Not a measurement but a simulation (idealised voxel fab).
The process module that follows is named voxel capacitor over wiring.
Each square cell in cross-section cut measures 5 nm, and the section as a whole is 215 nm wide.
Heads up, the way a cross-section reads in here is a grid of square cells, handed over as bands from the top down, with every band being one or more rows of cells. A band entry consists of two parts. The first gives the height of the band's top and the height of its bottom, in nm. The rest lists the band's materials from left to right, each with its width in nm. A single material labelled with the word "all across" fills the band from edge to edge, and the word "air" marks empty space. Beneath 0, the wafer as received is one material, and that level is where height counting begins. The lowest band goes on downward without a bottom; it is written like "top 0, no bottom". A width given as "30 to 40" starts at the first number in the band's top row and ends at the second number in its bottom row, shifting by an equal amount at every step from row to row. A step reported as "remained unchanged" is a step in which no cell of the cross-section changed. "Closed internal cavities": empty spaces of 8 cells or more with no open way to the top, each given as width x height at distance, distance from the left edge, all in nm. Text after the settings on a step's line: the simulator's own remark on that step. A step's line can hold "overlay nm"; with a mask on that step, the setting says how far right of the planned place the mask lay, while a negative setting says it lay to the left. Pairs follow: section before one process step, section after it down to the lowest changed band, step with settings underneath. Pairs may come from different runs of this module on the same starting wafer; continuity with the pair above only as stated in the "Pre-step profile" entry.
-- Pre-step profile
* top 20, bottom 15: SiN all across
* top 15, bottom 0: SiO2 all across
* top 0, no bottom: Si all across
* Closed internal cavities: none
-- State After Step
* top 45, bottom 20: TiN all across
* Unchanged below 20.
* Closed internal cavities: none
Going from the before section above to the after section, the step was DIRECTIONAL_DEP,material TiN,thk nm 25
Pre-step profile: after-step cross-section of the pair just above applies.
-- State After Step
* top 55, bottom 45: aC all across
* Unchanged below 45.
* Closed internal cavities: none
Going from the before section above to the after section, the step was DIRECTIONAL_DEP,material aC,thk nm 10
Pre-step profile: after-step cross-section of the pair just above applies.
-- State After Step
* top 85, bottom 55: 55 of resist, then 25 of air, then 50 of resist, then 25 of air, then 60 of resist
* Unchanged below 55.
* Closed internal cavities: none
Going from the before section above to the after section, the step was PATTERN,tone open,mask id METAL_1,material resist,width nm 25,pitch nm 75,thk nm 30,overlay nm 0
Pre-step profile: after-step cross-section of the pair just above applies.
-- State After Step
* top 75, bottom 55: 55 of resist, then 25 of air, then 50 of resist, then 25 of air, then 60 of resist
* top 55, bottom 45: 55 of aC, then 25 of air, then 50 of aC, then 25 of air, then 60 of aC
* Unchanged below 45.
* Closed internal cavities: none
Going from the before section above to the after section, the step was DIRECTIONAL_ETCH,etch materials aC,depth nm 10
Pre-step profile: after-step cross-section of the pair just above applies.
-- State After Step
* top 55, bottom 45: 55 of aC, then 25 of air, then 50 of aC, then 25 of air, then 60 of aC
* Unchanged below 45.
* Closed internal cavities: none
Going from the before section above to the after section, the step was STRIP,etch materials resist
Pre-step profile: after-step cross-section of the pair just above applies.
-- State After Step
* top 45, bottom 20: TiN all across
* Unchanged below 20.
* Closed internal cavities: none
Going from the before section above to the after section, the step was STRIP,etch materials aC
Pre-step profile: after-step cross-section of the pair just above applies.
-- State After Step
* top 50, bottom 20: TiN all across
* Unchanged below 20.
* Closed internal cavities: none
Going from the before section above to the after section, the step was CONFORMAL_DEP,material TiN,thk nm 5
Pre-step profile: after-step cross-section of the pair just above applies.
-- State After Step
* top 60, bottom 50: W all across
* Unchanged below 50.
* Closed internal cavities: none
Going from the before section above to the after section, the step was FILL_DEP,material W,thk nm 10
Pre-step profile: after-step cross-section of the pair just above applies.
-- State After Step
* top 45, bottom 20: TiN all across
* Unchanged below 20.
* Closed internal cavities: none
Going from the before section above to the after section, the step was CMP,height nm 45
Pre-step profile: after-step cross-section of the pair just above applies.
-- State After Step
* top 50, bottom 45: Ru all across
* Unchanged below 45.
* Closed internal cavities: none
Going from the before section above to the after section, the step was EPI,material Ru,thk nm 5
Pre-step profile: after-step cross-section of the pair just above applies.
-- State After Step
* top 55, bottom 50: SiCN all across
* Unchanged below 50.
* Closed internal cavities: none
Going from the before section above to the after section, the step was FILL_DEP,material SiCN,thk nm 5
Pre-step profile: after-step cross-section of the pair just above applies.
-- State After Step
* top 75, bottom 55: SiO2 all across
* Unchanged below 55.
* Closed internal cavities: none
Going from the before section above to the after section, the step was DIRECTIONAL_DEP,material SiO2,thk nm 20
Pre-step profile: after-step cross-section of the pair just above applies.
-- State After Step
* top 95, bottom 75: 65 of resist, then 15 of air, then 135 of resist
* Unchanged below 75.
* Closed internal cavities: none
Going from the before section above to the after section, the step was PATTERN,tone open,mask id PLUG_1,material resist,width nm 15,thk nm 20,overlay nm 0
Pre-step profile: after-step cross-section of the pair just above applies.
-- State After Step
* top 95, bottom 75: 65 of resist, then 15 of air, then 135 of resist
* top 75, bottom 55: 65 of SiO2, then 15 of air, then 135 of SiO2
* Unchanged below 55.
* Closed internal cavities: none
Going from the before section above to the after section, the step was DIRECTIONAL_ETCH,etch materials SiO2,depth nm 20
Pre-step profile: after-step cross-section of the pair just above applies.
-- State After Step
* top 95, bottom 75: 65 of resist, then 15 of air, then 135 of resist
* top 75, bottom 55: 65 of SiO2, then 15 of air, then 135 of SiO2
* top 55, bottom 50: 65 of SiCN, then 15 of air, then 135 of SiCN
* Unchanged below 50.
* Closed internal cavities: none
Going from the before section above to the after section, the step was DIRECTIONAL_ETCH,etch materials SiCN,depth nm 5
Pre-step profile: after-step cross-section of the pair just above applies.
-- State After Step
* top 75, bottom 55: 65 of SiO2, then 15 of air, then 135 of SiO2
* Unchanged below 55.
* Closed internal cavities: none
Going from the before section above to the after section, the step was STRIP,etch materials resist
Pre-step profile: after-step cross-section of the pair just above applies.
-- State After Step
* top 80, bottom 75: 70 of TiN, then 5 of air, then 140 of TiN
* top 75, bottom 55: 65 of SiO2, then 5 of TiN, then 5 of air, then 5 of TiN, then 135 of SiO2
* top 55, bottom 50: 65 of SiCN, then 15 of TiN, then 135 of SiCN
* Unchanged below 50.
* Closed internal cavities: none
Going from the before section above to the after section, the step was CONFORMAL_DEP,material TiN,thk nm 5
Pre-step profile: after-step cross-section of the pair just above applies.
-- State After Step
* top 85, bottom 80: Cu all across
* top 80, bottom 75: 70 of TiN, then 5 of Cu, then 140 of TiN
* top 75, bottom 55: 65 of SiO2, then 5 of TiN, then 5 of Cu, then 5 of TiN, then 135 of SiO2
* Unchanged below 55.
* Closed internal cavities: none
Going from the before section above to the after section, the step was FILL_DEP,material Cu,thk nm 5
Pre-step profile: after-step cross-section of the pair just above applies.
-- State After Step
* top 75, bottom 55: 65 of SiO2, then 5 of TiN, then 5 of Cu, then 5 of TiN, then 135 of SiO2
* Unchanged below 55.
* Closed internal cavities: none
Going from the before section above to the after section, the step was CMP,height nm 75
Pre-step profile: after-step cross-section of the pair just above applies.
-- State After Step
* top 85, bottom 75: TiN all across
* Unchanged below 75.
* Closed internal cavities: none
Going from the before section above to the after section, the step was DIRECTIONAL_DEP,material TiN,thk nm 10
Pre-step profile: after-step cross-section of the pair just above applies.
-- State After Step
* top 90, bottom 85: HfO2 all across
* Unchanged below 85.
* Closed internal cavities: none
Going from the before section above to the after section, the step was DIRECTIONAL_DEP,material HfO2,thk nm 5
Pre-step profile: after-step cross-section of the pair just above applies.
-- State After Step
* top 100, bottom 90: TiN all across
* Unchanged below 90.
* Closed internal cavities: none
Going from the before section above to the after section, the step was DIRECTIONAL_DEP,material TiN,thk nm 10
Pre-step profile: after-step cross-section of the pair just above applies.
-- State After Step
* top 100, bottom 90: 65 of air, then 55 of TiN, then 95 of air
* Unchanged below 90.
* Closed internal cavities: none
Going from the before section above to the after section, the step was MASKED_ETCH,tone cover,mask id UPPER_PLATE,width nm 55,etch materials TiN,depth nm 10,overlay nm 0
Pre-step profile: after-step cross-section of the pair just above applies.
-- State After Step
* top 100, bottom 90: 65 of air, then 55 of TiN, then 95 of air
* top 90, bottom 85: 65 of air, then 55 of HfO2, then 95 of air
* Unchanged below 85.
* Closed internal cavities: none
Going from the before section above to the after section, the step was MASKED_ETCH,tone cover,mask id UPPER_PLATE,width nm 55,etch materials HfO2,depth nm 5,overlay nm 0
Pre-step profile: after-step cross-section of the pair just above applies.
-- State After Step
* top 120, bottom 100: 60 of air, then 65 of resist, then 90 of air
* top 100, bottom 90: 60 of air, then 5 of resist, then 55 of TiN, then 5 of resist, then 90 of air
* top 90, bottom 85: 60 of air, then 5 of resist, then 55 of HfO2, then 5 of resist, then 90 of air
* Unchanged below 85.
* Closed internal cavities: none
Going from the before section above to the after section, the step was PATTERN,tone cover,mask id LOWER_PLATE,material resist,width nm 65,thk nm 20,overlay nm 0
Pre-step profile: after-step cross-section of the pair just above applies.
-- State After Step
* top 120, bottom 100: 60 of air, then 65 of resist, then 90 of air
* top 100, bottom 90: 60 of air, then 5 of resist, then 55 of TiN, then 5 of resist, then 90 of air
* top 90, bottom 85: 60 of air, then 5 of resist, then 55 of HfO2, then 5 of resist, then 90 of air
* top 85, bottom 75: 60 of air, then 65 of TiN, then 90 of air
* Unchanged below 75.
* Closed internal cavities: none
Going from the before section above to the after section, the step was DIRECTIONAL_ETCH,etch materials TiN,depth nm 10
Pre-step profile: after-step cross-section of the pair just above applies.
-- State After Step
* top 100, bottom 90: 65 of air, then 55 of TiN, then 95 of air
* top 90, bottom 85: 65 of air, then 55 of HfO2, then 95 of air
* Unchanged below 85.
* Closed internal cavities: none
Going from the before section above to the after section, the step was STRIP,etch materials resist
Pre-step profile: after-step cross-section of the pair just above applies.
-- State After Step
* top 115, bottom 100: SiO2 all across
* top 100, bottom 90: 65 of SiO2, then 55 of TiN, then 95 of SiO2
* top 90, bottom 85: 65 of SiO2, then 55 of HfO2, then 95 of SiO2
* top 85, bottom 75: 60 of SiO2, then 65 of TiN, then 90 of SiO2
* Unchanged below 75.
* Closed internal cavities: none
Going from the before section above to the after section, the step was FILL_DEP,material SiO2,thk nm 15
Pre-step profile: after-step cross-section of the pair just above applies.
-- State After Step
* top 110, bottom 100: SiO2 all across
* Unchanged below 100.
* Closed internal cavities: none
Going from the before section above to the after section, the step was CMP,height nm 110
Pre-step profile: after-step cross-section of the pair just above applies.
-- State After Step
* top 110, bottom 100: 75 of SiO2, then 15 of air, then 125 of SiO2
* Unchanged below 100.
* Closed internal cavities: none
Going from the before section above to the after section, the step was MASKED_ETCH,tone open,mask id PLUG_2,width nm 15,etch materials SiO2,depth nm 10,overlay nm 0
Pre-step profile: after-step cross-section of the pair just above applies.
-- State After Step
* top 115, bottom 110: 80 of TiN, then 5 of air, then 130 of TiN
* top 110, bottom 105: 75 of SiO2, then 5 of TiN, then 5 of air, then 5 of TiN, then 125 of SiO2
* top 105, bottom 100: 75 of SiO2, then 15 of TiN, then 125 of SiO2
* Unchanged below 100.
* Closed internal cavities: none
Going from the before section above to the after section, the step was CONFORMAL_DEP,material TiN,thk nm 5
Pre-step profile: after-step cross-section of the pair just above applies.
-- State After Step
* top 125, bottom 115: Ru all across
* top 115, bottom 110: 80 of TiN, then 5 of Ru, then 130 of TiN
* top 110, bottom 105: 75 of SiO2, then 5 of TiN, then 5 of Ru, then 5 of TiN, then 125 of SiO2
* Unchanged below 105.
* Closed internal cavities: none
Going from the before section above to the after section, the step was FILL_DEP,material Ru,thk nm 10
Pre-step profile: after-step cross-section of the pair just above applies.
-- State After Step
* top 110, bottom 105: 75 of SiO2, then 5 of TiN, then 5 of Ru, then 5 of TiN, then 125 of SiO2
* Unchanged below 105.
* Closed internal cavities: none
Going from the before section above to the after section, the step was CMP,height nm 110
Pre-step profile: after-step cross-section of the pair just above applies.
-- State After Step
* top 115, bottom 110: SiN all across
* Unchanged below 110.
* Closed internal cavities: none
Going from the before section above to the after section, the step was CONFORMAL_DEP,material SiN,thk nm 5
-- Pre-step profile
* top 110, bottom 100: SiO2 all across
* top 100, bottom 90: 65 of SiO2, then 55 of TiN, then 95 of SiO2
* top 90, bottom 85: 65 of SiO2, then 55 of HfO2, then 95 of SiO2
* top 85, bottom 75: 60 of SiO2, then 65 of TiN, then 90 of SiO2
* top 75, bottom 55: 65 of SiO2, then 5 of TiN, then 5 of Cu, then 5 of TiN, then 135 of SiO2
* top 55, bottom 50: 65 of SiCN, then 15 of TiN, then 135 of SiCN
* top 50, bottom 45: 50 of SiCN, then 35 of Ru, then 40 of SiCN, then 35 of Ru, then 55 of SiCN
* top 45, bottom 20: 55 of lowk, then 5 of TiN, then 15 of W, then 5 of TiN, then 50 of lowk, then 5 of TiN, then 15 of W, then 5 of TiN, then 60 of lowk
* top 20, bottom 15: 55 of SiN, then 25 of TiN, then 50 of SiN, then 25 of TiN, then 60 of SiN
* top 15, bottom 0: SiO2 all across
* top 0, no bottom: Si all across
* Closed internal cavities: none
-- State After Step
* top 110, bottom 100: 75 of air, then 15 of SiO2, then 125 of air
* Unchanged below 100.
* Closed internal cavities: none
Going from the before section above to the after section, the step was MASKED_ETCH,tone cover,mask id PLUG_2,width nm 15,etch materials SiO2,depth nm 10,overlay nm 0
Pre-step profile: after-step cross-section of the pair just above applies.
-- State After Step
* top 115, bottom 110: 70 of air, then 25 of TiN, then 120 of air
* top 110, bottom 105: 70 of air, then 5 of TiN, then 15 of SiO2, then 5 of TiN, then 120 of air
* top 105, bottom 100: 75 of TiN, then 15 of SiO2, then 125 of TiN
* Unchanged below 100.
* Closed internal cavities: none
Going from the before section above to the after section, the step was CONFORMAL_DEP,material TiN,thk nm 5
Pre-step profile: after-step cross-section of the pair just above applies.
-- State After Step
* top 125, bottom 115: Ru all across
* top 115, bottom 110: 70 of Ru, then 25 of TiN, then 120 of Ru
* top 110, bottom 105: 70 of Ru, then 5 of TiN, then 15 of SiO2, then 5 of TiN, then 120 of Ru
* Unchanged below 105.
* Closed internal cavities: none
Going from the before section above to the after section, the step was FILL_DEP,material Ru,thk nm 10
Pre-step profile: after-step cross-section of the pair just above applies.
-- State After Step
* top 110, bottom 105: 70 of Ru, then 5 of TiN, then 15 of SiO2, then 5 of TiN, then 120 of Ru
* Unchanged below 105.
* Closed internal cavities: none
Going from the before section above to the after section, the step was CMP,height nm 110
Pre-step profile: after-step cross-section of the pair just above applies.
-- State After Step
* top 115, bottom 110: SiN all across
* Unchanged below 110.
* Closed internal cavities: none
Going from the before section above to the after section, the step was CONFORMAL_DEP,material SiN,thk nm 5
